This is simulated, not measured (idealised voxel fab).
process module | voxel wiring stack
cross-section cut | 240 nm wide | cells 5 nm
A cross-section is a grid of square cells, given in bands from the top down. A band is one or more rows of cells.
Each band's line starts with the height of the band's top and of its bottom, in nm. Then come its materials from left to right, each with its width in nm. One material with "throughout" fills the band from edge to edge. "air" is empty space.
Height 0 is the level under which the wafer as received is all one material. The lowest band goes on downwards, as in "0 down".
A width such as "30 to 40" changes by the same amount from each row of cells to the next, from the band's top row to its bottom row.
"no change" after a step means that no cell of the cross-section changed.
closed voids: empty space of 8 cells or more with no open way to the top, each as width x height at its distance from the left edge, in nm
after a step's settings: what the simulator itself notes on the step
overlay nm, on a step with a mask: how far to the right of its planned place the mask lay; to the left if negative
plan
1 op RECEIVE | material Si
2 op CONFORMAL_DEP | material SiO2 | thk nm 15
3 op DIRECTIONAL_DEP | material TiN | thk nm 5
4 op DIRECTIONAL_DEP | material W | thk nm 20
5 op DIRECTIONAL_DEP | material aC | thk nm 15
6 op PATTERN | tone cover | mask id METAL_1 | material resist | width nm 20 | pitch nm 40 | thk nm 35 | overlay nm 0
7 op DIRECTIONAL_ETCH | etch materials aC | depth nm 15
8 op STRIP | etch materials resist
9 op DIRECTIONAL_ETCH | etch materials W | depth nm 20
10 op DIRECTIONAL_ETCH | etch materials TiN | depth nm 5
11 op STRIP | etch materials aC
12 op CONFORMAL_DEP | material SiCN | thk nm 5
13 op FILL_DEP | material lowk | thk nm 5
14 op CMP | height nm 40
15 op CONFORMAL_DEP | material SiCN | thk nm 5
16 op DIRECTIONAL_DEP | material lowk | thk nm 20
17 op DIRECTIONAL_DEP | material aC | thk nm 15
18 op PATTERN | tone open | mask id PLUG_1 | material resist | width nm 15 | pitch nm 40 | thk nm 30 | overlay nm 0
19 op DIRECTIONAL_ETCH | etch materials aC | depth nm 15
20 op STRIP | etch materials resist
21 op DIRECTIONAL_ETCH | etch materials lowk | depth nm 20
22 op DIRECTIONAL_ETCH | etch materials SiCN | depth nm 5
23 op STRIP | etch materials aC
24 op EPI | material Ru | thk nm 10
25 op EPI | material Ru | thk nm 10
26 op EPI | material Ru | thk nm 5
27 op DIRECTIONAL_DEP | material TiN | thk nm 5
28 op DIRECTIONAL_DEP | material Ru | thk nm 15
29 op DIRECTIONAL_DEP | material aC | thk nm 10
30 op PATTERN | tone cover | mask id METAL_2 | material resist | width nm 20 | pitch nm 40 | thk nm 30 | overlay nm 0
31 op DIRECTIONAL_ETCH | etch materials aC | depth nm 10
32 op STRIP | etch materials resist
33 op DIRECTIONAL_ETCH | etch materials Ru | depth nm 15
34 op DIRECTIONAL_ETCH | etch materials TiN | depth nm 5
35 op STRIP | etch materials aC
36 op FILL_DEP | material SiO2 | thk nm 10
37 op CMP | height nm 85
38 op CONFORMAL_DEP | material SiN | thk nm 5
first wafer, as planned
as received, after step 1
  0 down: Si throughout
  closed voids: none
after step 2
  15 to 0: SiO2 throughout
  below 0: unchanged
after step 3
  20 to 15: TiN throughout
  below 15: unchanged
after step 4
  40 to 20: W throughout
  below 20: unchanged
after step 5
  55 to 40: aC throughout
  below 40: unchanged
after step 6
  90 to 55: air 50 | resist 20 | air 20 | resist 20 | air 20 | resist 20 | air 20 | resist 20 | air 50
  below 55: unchanged
after step 7
  75 to 55: air 50 | resist 20 | air 20 | resist 20 | air 20 | resist 20 | air 20 | resist 20 | air 50
  55 to 40: air 50 | aC 20 | air 20 | aC 20 | air 20 | aC 20 | air 20 | aC 20 | air 50
  below 40: unchanged
after step 8
  55 to 40: air 50 | aC 20 | air 20 | aC 20 | air 20 | aC 20 | air 20 | aC 20 | air 50
  below 40: unchanged
after step 9
  55 to 40: air 50 | aC 20 | air 20 | aC 20 | air 20 | aC 20 | air 20 | aC 20 | air 50
  40 to 20: air 50 | W 20 | air 20 | W 20 | air 20 | W 20 | air 20 | W 20 | air 50
  below 20: unchanged
after step 10
  55 to 40: air 50 | aC 20 | air 20 | aC 20 | air 20 | aC 20 | air 20 | aC 20 | air 50
  40 to 20: air 50 | W 20 | air 20 | W 20 | air 20 | W 20 | air 20 | W 20 | air 50
  20 to 15: air 50 | TiN 20 | air 20 | TiN 20 | air 20 | TiN 20 | air 20 | TiN 20 | air 50
  below 15: unchanged
after step 11
  40 to 20: air 50 | W 20 | air 20 | W 20 | air 20 | W 20 | air 20 | W 20 | air 50
  below 20: unchanged
after step 12
  45 to 40: air 45 | SiCN 30 | air 10 | SiCN 30 | air 10 | SiCN 30 | air 10 | SiCN 30 | air 45
  40 to 20: air 45 | SiCN 5 | W 20 | SiCN 5 | air 10 | SiCN 5 | W 20 | SiCN 5 | air 10 | SiCN 5 | W 20 | SiCN 5 | air 10 | SiCN 5 | W 20 | SiCN 5 | air 45
  20 to 15: SiCN 50 | TiN 20 | SiCN 20 | TiN 20 | SiCN 20 | TiN 20 | SiCN 20 | TiN 20 | SiCN 50
  below 15: unchanged
after step 13
  50 to 45: lowk throughout
  45 to 40: lowk 45 | SiCN 30 | lowk 10 | SiCN 30 | lowk 10 | SiCN 30 | lowk 10 | SiCN 30 | lowk 45
  40 to 20: lowk 45 | SiCN 5 | W 20 | SiCN 5 | lowk 10 | SiCN 5 | W 20 | SiCN 5 | lowk 10 | SiCN 5 | W 20 | SiCN 5 | lowk 10 | SiCN 5 | W 20 | SiCN 5 | lowk 45
  below 20: unchanged
after step 14
  40 to 20: lowk 45 | SiCN 5 | W 20 | SiCN 5 | lowk 10 | SiCN 5 | W 20 | SiCN 5 | lowk 10 | SiCN 5 | W 20 | SiCN 5 | lowk 10 | SiCN 5 | W 20 | SiCN 5 | lowk 45
  below 20: unchanged
after step 15
  45 to 40: SiCN throughout
  below 40: unchanged
after step 16
  65 to 45: lowk throughout
  below 45: unchanged
after step 17
  80 to 65: aC throughout
  below 65: unchanged
after step 18
  110 to 80: resist 50 | air 15 | resist 25 | air 15 | resist 25 | air 15 | resist 25 | air 15 | resist 55
  below 80: unchanged
after step 19
  95 to 80: resist 50 | air 15 | resist 25 | air 15 | resist 25 | air 15 | resist 25 | air 15 | resist 55
  80 to 65: aC 50 | air 15 | aC 25 | air 15 | aC 25 | air 15 | aC 25 | air 15 | aC 55
  below 65: unchanged
after step 20
  80 to 65: aC 50 | air 15 | aC 25 | air 15 | aC 25 | air 15 | aC 25 | air 15 | aC 55
  below 65: unchanged
after step 21
  80 to 65: aC 50 | air 15 | aC 25 | air 15 | aC 25 | air 15 | aC 25 | air 15 | aC 55
  65 to 45: lowk 50 | air 15 | lowk 25 | air 15 | lowk 25 | air 15 | lowk 25 | air 15 | lowk 55
  below 45: unchanged
after step 22
  80 to 65: aC 50 | air 15 | aC 25 | air 15 | aC 25 | air 15 | aC 25 | air 15 | aC 55
  65 to 45: lowk 50 | air 15 | lowk 25 | air 15 | lowk 25 | air 15 | lowk 25 | air 15 | lowk 55
  45 to 40: SiCN 50 | air 15 | SiCN 25 | air 15 | SiCN 25 | air 15 | SiCN 25 | air 15 | SiCN 55
  below 40: unchanged
after step 23
  65 to 45: lowk 50 | air 15 | lowk 25 | air 15 | lowk 25 | air 15 | lowk 25 | air 15 | lowk 55
  below 45: unchanged
after step 24
  65 to 50: lowk 50 | air 15 | lowk 25 | air 15 | lowk 25 | air 15 | lowk 25 | air 15 | lowk 55
  50 to 45: lowk 50 | Ru 15 | lowk 25 | Ru 15 | lowk 25 | Ru 15 | lowk 25 | Ru 15 | lowk 55
  45 to 40: SiCN 50 | Ru 15 | SiCN 25 | Ru 15 | SiCN 25 | Ru 15 | SiCN 25 | Ru 15 | SiCN 55
  below 40: unchanged
after step 25
  65 to 60: lowk 50 | air 15 | lowk 25 | air 15 | lowk 25 | air 15 | lowk 25 | air 15 | lowk 55
  60 to 45: lowk 50 | Ru 15 | lowk 25 | Ru 15 | lowk 25 | Ru 15 | lowk 25 | Ru 15 | lowk 55
  below 45: unchanged
after step 26
  65 to 45: lowk 50 | Ru 15 | lowk 25 | Ru 15 | lowk 25 | Ru 15 | lowk 25 | Ru 15 | lowk 55
  below 45: unchanged
after step 27
  70 to 65: TiN throughout
  below 65: unchanged
after step 28
  85 to 70: Ru throughout
  below 70: unchanged
after step 29
  95 to 85: aC throughout
  below 85: unchanged
after step 30
  125 to 95: air 50 | resist 20 | air 20 | resist 20 | air 20 | resist 20 | air 20 | resist 20 | air 50
  below 95: unchanged
after step 31
  115 to 95: air 50 | resist 20 | air 20 | resist 20 | air 20 | resist 20 | air 20 | resist 20 | air 50
  95 to 85: air 50 | aC 20 | air 20 | aC 20 | air 20 | aC 20 | air 20 | aC 20 | air 50
  below 85: unchanged
after step 32
  95 to 85: air 50 | aC 20 | air 20 | aC 20 | air 20 | aC 20 | air 20 | aC 20 | air 50
  below 85: unchanged
after step 33
  95 to 85: air 50 | aC 20 | air 20 | aC 20 | air 20 | aC 20 | air 20 | aC 20 | air 50
  85 to 70: air 50 | Ru 20 | air 20 | Ru 20 | air 20 | Ru 20 | air 20 | Ru 20 | air 50
  below 70: unchanged
after step 34
  95 to 85: air 50 | aC 20 | air 20 | aC 20 | air 20 | aC 20 | air 20 | aC 20 | air 50
  85 to 70: air 50 | Ru 20 | air 20 | Ru 20 | air 20 | Ru 20 | air 20 | Ru 20 | air 50
  70 to 65: air 50 | TiN 20 | air 20 | TiN 20 | air 20 | TiN 20 | air 20 | TiN 20 | air 50
  below 65: unchanged
after step 35
  85 to 70: air 50 | Ru 20 | air 20 | Ru 20 | air 20 | Ru 20 | air 20 | Ru 20 | air 50
  below 70: unchanged
after step 36
  95 to 85: SiO2 throughout
  85 to 70: SiO2 50 | Ru 20 | SiO2 20 | Ru 20 | SiO2 20 | Ru 20 | SiO2 20 | Ru 20 | SiO2 50
  70 to 65: SiO2 50 | TiN 20 | SiO2 20 | TiN 20 | SiO2 20 | TiN 20 | SiO2 20 | TiN 20 | SiO2 50
  below 65: unchanged
after step 37
  85 to 70: SiO2 50 | Ru 20 | SiO2 20 | Ru 20 | SiO2 20 | Ru 20 | SiO2 20 | Ru 20 | SiO2 50
  below 70: unchanged
after step 38
  90 to 85: SiN throughout
  below 85: unchanged
second wafer: like start, like plan, one mistake. Through step 17 it matches the first wafer
when step 18 should have ended
  110 to 80: resist 60 | air 15 | resist 25 | air 15 | resist 25 | air 15 | resist 25 | air 15 | resist 45
  below 80: unchanged
when step 19 should have ended
  95 to 80: resist 60 | air 15 | resist 25 | air 15 | resist 25 | air 15 | resist 25 | air 15 | resist 45
  80 to 65: aC 60 | air 15 | aC 25 | air 15 | aC 25 | air 15 | aC 25 | air 15 | aC 45
  below 65: unchanged
when step 20 should have ended
  80 to 65: aC 60 | air 15 | aC 25 | air 15 | aC 25 | air 15 | aC 25 | air 15 | aC 45
  below 65: unchanged
when step 21 should have ended
  80 to 65: aC 60 | air 15 | aC 25 | air 15 | aC 25 | air 15 | aC 25 | air 15 | aC 45
  65 to 45: lowk 60 | air 15 | lowk 25 | air 15 | lowk 25 | air 15 | lowk 25 | air 15 | lowk 45
  below 45: unchanged
when step 22 should have ended
  80 to 65: aC 60 | air 15 | aC 25 | air 15 | aC 25 | air 15 | aC 25 | air 15 | aC 45
  65 to 45: lowk 60 | air 15 | lowk 25 | air 15 | lowk 25 | air 15 | lowk 25 | air 15 | lowk 45
  45 to 40: SiCN 60 | air 15 | SiCN 25 | air 15 | SiCN 25 | air 15 | SiCN 25 | air 15 | SiCN 45
  below 40: unchanged
when step 23 should have ended
  65 to 45: lowk 60 | air 15 | lowk 25 | air 15 | lowk 25 | air 15 | lowk 25 | air 15 | lowk 45
  below 45: unchanged
when step 24 should have ended
  65 to 50: lowk 60 | air 15 | lowk 25 | air 15 | lowk 25 | air 15 | lowk 25 | air 15 | lowk 45
  50 to 45: lowk 60 | Ru 15 | lowk 25 | Ru 15 | lowk 25 | Ru 15 | lowk 25 | Ru 15 | lowk 45
  45 to 40: SiCN 60 | Ru 15 | SiCN 25 | Ru 15 | SiCN 25 | Ru 15 | SiCN 25 | Ru 15 | SiCN 45
  below 40: unchanged
when step 25 should have ended
  65 to 60: lowk 60 | air 15 | lowk 25 | air 15 | lowk 25 | air 15 | lowk 25 | air 15 | lowk 45
  60 to 45: lowk 60 | Ru 15 | lowk 25 | Ru 15 | lowk 25 | Ru 15 | lowk 25 | Ru 15 | lowk 45
  below 45: unchanged
when step 26 should have ended
  65 to 45: lowk 60 | Ru 15 | lowk 25 | Ru 15 | lowk 25 | Ru 15 | lowk 25 | Ru 15 | lowk 45
  below 45: unchanged
when step 27 should have ended
  70 to 65: TiN throughout
  below 65: unchanged
when step 28 should have ended
  85 to 70: Ru throughout
  below 70: unchanged
when step 29 should have ended
  95 to 85: aC throughout
  below 85: unchanged
when step 30 should have ended
  125 to 95: air 50 | resist 20 | air 20 | resist 20 | air 20 | resist 20 | air 20 | resist 20 | air 50
  below 95: unchanged
when step 31 should have ended
  115 to 95: air 50 | resist 20 | air 20 | resist 20 | air 20 | resist 20 | air 20 | resist 20 | air 50
  95 to 85: air 50 | aC 20 | air 20 | aC 20 | air 20 | aC 20 | air 20 | aC 20 | air 50
  below 85: unchanged
when step 32 should have ended
  95 to 85: air 50 | aC 20 | air 20 | aC 20 | air 20 | aC 20 | air 20 | aC 20 | air 50
  below 85: unchanged
when step 33 should have ended
  95 to 85: air 50 | aC 20 | air 20 | aC 20 | air 20 | aC 20 | air 20 | aC 20 | air 50
  85 to 70: air 50 | Ru 20 | air 20 | Ru 20 | air 20 | Ru 20 | air 20 | Ru 20 | air 50
  below 70: unchanged
when step 34 should have ended
  95 to 85: air 50 | aC 20 | air 20 | aC 20 | air 20 | aC 20 | air 20 | aC 20 | air 50
  85 to 70: air 50 | Ru 20 | air 20 | Ru 20 | air 20 | Ru 20 | air 20 | Ru 20 | air 50
  70 to 65: air 50 | TiN 20 | air 20 | TiN 20 | air 20 | TiN 20 | air 20 | TiN 20 | air 50
  below 65: unchanged
when step 35 should have ended
  85 to 70: air 50 | Ru 20 | air 20 | Ru 20 | air 20 | Ru 20 | air 20 | Ru 20 | air 50
  below 70: unchanged
when step 36 should have ended
  95 to 85: SiO2 throughout
  85 to 70: SiO2 50 | Ru 20 | SiO2 20 | Ru 20 | SiO2 20 | Ru 20 | SiO2 20 | Ru 20 | SiO2 50
  70 to 65: SiO2 50 | TiN 20 | SiO2 20 | TiN 20 | SiO2 20 | TiN 20 | SiO2 20 | TiN 20 | SiO2 50
  below 65: unchanged
when step 37 should have ended
  85 to 70: SiO2 50 | Ru 20 | SiO2 20 | Ru 20 | SiO2 20 | Ru 20 | SiO2 20 | Ru 20 | SiO2 50
  below 70: unchanged
when step 38 should have ended
  90 to 85: SiN throughout
  below 85: unchanged
what went wrong: step 18 ran as: op PATTERN | tone open | mask id PLUG_1 | material resist | width nm 15 | pitch nm 40 | thk nm 30 | overlay nm 10
at the end the second wafer has, in cells: as many of each material as the first, in other places
